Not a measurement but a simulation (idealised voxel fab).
The document below concerns the process module designated voxel local oxidation.
Pictured: cross-section cut, 205 nm wide, on a grid of 5 nm square cells.
Cross-section = grid of square cells, listed top down in bands; band = one or more rows. Read a band's entry like this: the first values are the height of its top and the height of its bottom in nm, and what follows is the sequence of materials from left to right, each with its width in nm. Note that "empty" is empty space, and that a single material marked "all across" reaches across the band from edge to edge. Heights from 0 (as-received wafer is one material below). Bottom band endless downward, as "0..down". Quick explanation for "30 to 40": the width changes in equal steps down the rows of cells, from the first number in the band's top row to the second number in its bottom row. Any step labelled "nothing changed" changed none of the cells in the cross-section. So "Closed void roster" is basically the list of trapped voids: any empty space of 8 cells or more that can't reach the top through an opening. They're written width x height at distance, the distance being from the left edge, and it's all nm. Past the settings on a step's line: simulator remark, on that step. The optional step-line setting "overlay nm" applies to steps with a mask and quantifies how far to the right of its planned location the mask lay, a negative value indicating leftward placement.

[The following list gives the planned process steps]
1: op RECEIVE | material Si
2: op OXIDIZE | depth nm 5
3: op CONFORMAL_DEP | material SiN | thk nm 15
4: op DIRECTIONAL_DEP | material aC | thk nm 10
5: op PATTERN | tone cover | mask id ACTIVE | material resist | width nm 130 | thk nm 30 | overlay nm 0
6: op DIRECTIONAL_ETCH | etch materials aC | depth nm 10
7: op STRIP | etch materials resist
8: op DIRECTIONAL_ETCH | etch materials SiN | depth nm 15
9: op STRIP | etch materials aC
10: op SELECTIVE_ETCH | etch materials SiO2 | depth nm 5
11: op OXIDIZE | depth nm 10
12: op STRIP | etch materials SiN

[first wafer, as planned]

[Incoming wafer in cross-section (state: after step 1)]
- 0..down = Si all across
- Closed void roster: none

[Cross-section: wafer state after step 2]
- 0..-5 = SiO2 all across
- All layers under -5 are left as they were.

[Cross-section: wafer state after step 3]
- 15..0 = SiN all across
- All layers under 0 are left as they were.

[Cross-section: wafer state after step 4]
- 25..15 = aC all across
- All layers under 15 are left as they were.

[Cross-section: wafer state after step 5]
- 55..25 = 35 empty, 130 resist, 40 empty
- All layers under 25 are left as they were.

[Cross-section: wafer state after step 6]
- 45..25 = 35 empty, 130 resist, 40 empty
- 25..15 = 35 empty, 130 aC, 40 empty
- All layers under 15 are left as they were.

[Cross-section: wafer state after step 7]
- 25..15 = 35 empty, 130 aC, 40 empty
- All layers under 15 are left as they were.

[Cross-section: wafer state after step 8]
- 25..15 = 35 empty, 130 aC, 40 empty
- 15..0 = 35 empty, 130 SiN, 40 empty
- All layers under 0 are left as they were.

[Cross-section: wafer state after step 9]
- 15..0 = 35 empty, 130 SiN, 40 empty
- All layers under 0 are left as they were.

[Cross-section: wafer state after step 10]
- 15..0 = 35 empty, 130 SiN, 40 empty
- 0..-5 = 40 empty, 120 SiO2, 45 empty
- All layers under -5 are left as they were.

[Cross-section: wafer state after step 11]
- 15..0 = 35 empty, 130 SiN, 40 empty
- 0..-5 = 40 empty, 120 SiO2, 45 empty
- -5..-15 = 50 SiO2, 100 Si, 55 SiO2
- All layers under -15 are left as they were.

[Cross-section: wafer state after step 12]
- 0..-5 = 40 empty, 120 SiO2, 45 empty
- All layers under -5 are left as they were.

[Second Wafer (Identical Start and Plan, One Processing Error; Matches First Wafer Through Step 4)]

[The second wafer cut through, at the time step 5 was supposed to be finished]
- 55..25 = 30 empty, 140 resist, 35 empty
- All layers under 25 are left as they were.

[The second wafer cut through, at the time step 6 was supposed to be finished]
- 45..25 = 30 empty, 140 resist, 35 empty
- 25..15 = 30 empty, 140 aC, 35 empty
- All layers under 15 are left as they were.

[The second wafer cut through, at the time step 7 was supposed to be finished]
- 25..15 = 30 empty, 140 aC, 35 empty
- All layers under 15 are left as they were.

[The second wafer cut through, at the time step 8 was supposed to be finished]
- 25..15 = 30 empty, 140 aC, 35 empty
- 15..0 = 30 empty, 140 SiN, 35 empty
- All layers under 0 are left as they were.

[The second wafer cut through, at the time step 9 was supposed to be finished]
- 15..0 = 30 empty, 140 SiN, 35 empty
- All layers under 0 are left as they were.

[The second wafer cut through, at the time step 10 was supposed to be finished]
- 15..0 = 30 empty, 140 SiN, 35 empty
- 0..-5 = 35 empty, 130 SiO2, 40 empty
- All layers under -5 are left as they were.

[The second wafer cut through, at the time step 11 was supposed to be finished]
- 15..0 = 30 empty, 140 SiN, 35 empty
- 0..-5 = 35 empty, 130 SiO2, 40 empty
- -5..-15 = 45 SiO2, 110 Si, 50 SiO2
- All layers under -15 are left as they were.

[The second wafer cut through, at the time step 12 was supposed to be finished]
- 0..-5 = 35 empty, 130 SiO2, 40 empty
- All layers under -5 are left as they were.
Want to know what went wrong? step 5 did not use the planned setting and instead ran as op PATTERN | tone cover | mask id ACTIVE | material resist | width nm 140 | thk nm 30 | overlay nm 0
Wafer comparison, final, in cells, second relative to first, materials more or fewer: +4 Si | -2 SiO2
